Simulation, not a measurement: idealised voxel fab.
process module | voxel ribs on slabs
cross-section cut | 140 nm wide | cells 5 nm
A cross-section is a grid of square cells, given in bands from the top down. A band is one or more rows of cells.
Each band's line starts with the height of the band's top and of its bottom, in nm. Then come its materials from left to right, each with its width in nm. One material with "throughout" fills the band from edge to edge. "air" is empty space.
Height 0 is the level under which the wafer as received is all one material. The lowest band goes on downwards, as in "0 down".
A width such as "30 to 40" changes by the same amount from each row of cells to the next, from the band's top row to its bottom row.
"no change" after a step means that no cell of the cross-section changed.
closed voids: empty space of 8 cells or more with no open way to the top, each as width x height at its distance from the left edge, in nm
after a step's settings: what the simulator itself notes on the step
overlay nm, on a step with a mask: how far to the right of its planned place the mask lay; to the left if negative
plan
1 op RECEIVE | material Si
2 op DIRECTIONAL_DEP | material SiO2 | thk nm 20
3 op DIRECTIONAL_DEP | material SiN | thk nm 20
4 op PATTERN | tone cover | mask id RIB | material resist | width nm 25 | thk nm 15 | overlay nm 0
5 op DIRECTIONAL_ETCH | etch materials SiN | depth nm 15
6 op STRIP | etch materials resist
7 op MASKED_ETCH | tone cover | mask id SLAB | width nm 55 | etch materials SiN | depth nm 5 | overlay nm 0
8 op FILL_DEP | material SiO2 | thk nm 15
9 op CMP | height nm 50
10 op DIRECTIONAL_DEP | material TiN | thk nm 5
11 op DIRECTIONAL_DEP | material aC | thk nm 15
12 op PATTERN | tone cover | mask id HEATER | material resist | width nm 35 | thk nm 35 | overlay nm 0
13 op DIRECTIONAL_ETCH | etch materials aC | depth nm 15
14 op STRIP | etch materials resist
15 op DIRECTIONAL_ETCH | etch materials TiN | depth nm 5
16 op STRIP | etch materials aC
17 op CONFORMAL_DEP | material SiN | thk nm 10
as received, after step 1
  0 down: Si throughout
  closed voids: none
a wafer at the end: this start, this plan, one mistake
  65 to 60: air 40 | SiN 55 | air 45
  60 to 55: SiN throughout
  55 to 50: SiN 50 | TiN 35 | SiN 55
  50 to 20: SiO2 throughout
  20 to 0: SiN throughout
  0 down: Si throughout
  closed voids: none
what went wrong: steps 2 and 3 were swapped
